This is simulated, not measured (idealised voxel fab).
process module | voxel trench capacitor
cross-section cut | 200 nm wide | cells 5 nm
A cross-section is a grid of square cells, given in bands from the top down. A band is one or more rows of cells.
Each band's line starts with the height of the band's top and of its bottom, in nm. Then come its materials from left to right, each with its width in nm. One material with "throughout" fills the band from edge to edge. "air" is empty space.
Height 0 is the level under which the wafer as received is all one material. The lowest band goes on downwards, as in "0 down".
A width such as "30 to 40" changes by the same amount from each row of cells to the next, from the band's top row to its bottom row.
"no change" after a step means that no cell of the cross-section changed.
closed voids: empty space of 8 cells or more with no open way to the top, each as width x height at its distance from the left edge, in nm
after a step's settings: what the simulator itself notes on the step
overlay nm, on a step with a mask: how far to the right of its planned place the mask lay; to the left if negative
plan
1 op RECEIVE | material Si
2 op CONFORMAL_DEP | material SiN | thk nm 5
3 op MASKED_ETCH | tone open | mask id TRENCH | width nm 15 | pitch nm 45 | etch materials SiN | depth nm 5 | overlay nm 0
4 op MASKED_ETCH | tone open | mask id TRENCH | width nm 15 | pitch nm 45 | etch materials Si | depth nm 40 | overlay nm 0
5 op CONFORMAL_DEP | material SiO2 | thk nm 5
6 op FILL_DEP | material polySi | thk nm 5
7 op CMP | height nm -5
varied across the wafers: height nm of step 7. The plan shows the first wafer's value. All wafers start alike
first wafer as received, after step 1
  0 down: Si throughout
  closed voids: none
each wafer at the end: cells of each material gained (+) or lost (-) since it was received, then its closed voids
height nm -5 | -103 Si | +45 SiO2 | +18 polySi | closed voids: none
height nm 0 | -72 Si | +51 SiO2 | +21 polySi | closed voids: none
height nm 5 | -72 Si | +31 SiN | +57 SiO2 | +24 polySi | closed voids: none
height nm 10 | -72 Si | +31 SiN | +94 SiO2 | +27 polySi | closed voids: none
height nm 15 | -72 Si | +31 SiN | +94 SiO2 | +67 polySi | closed voids: none
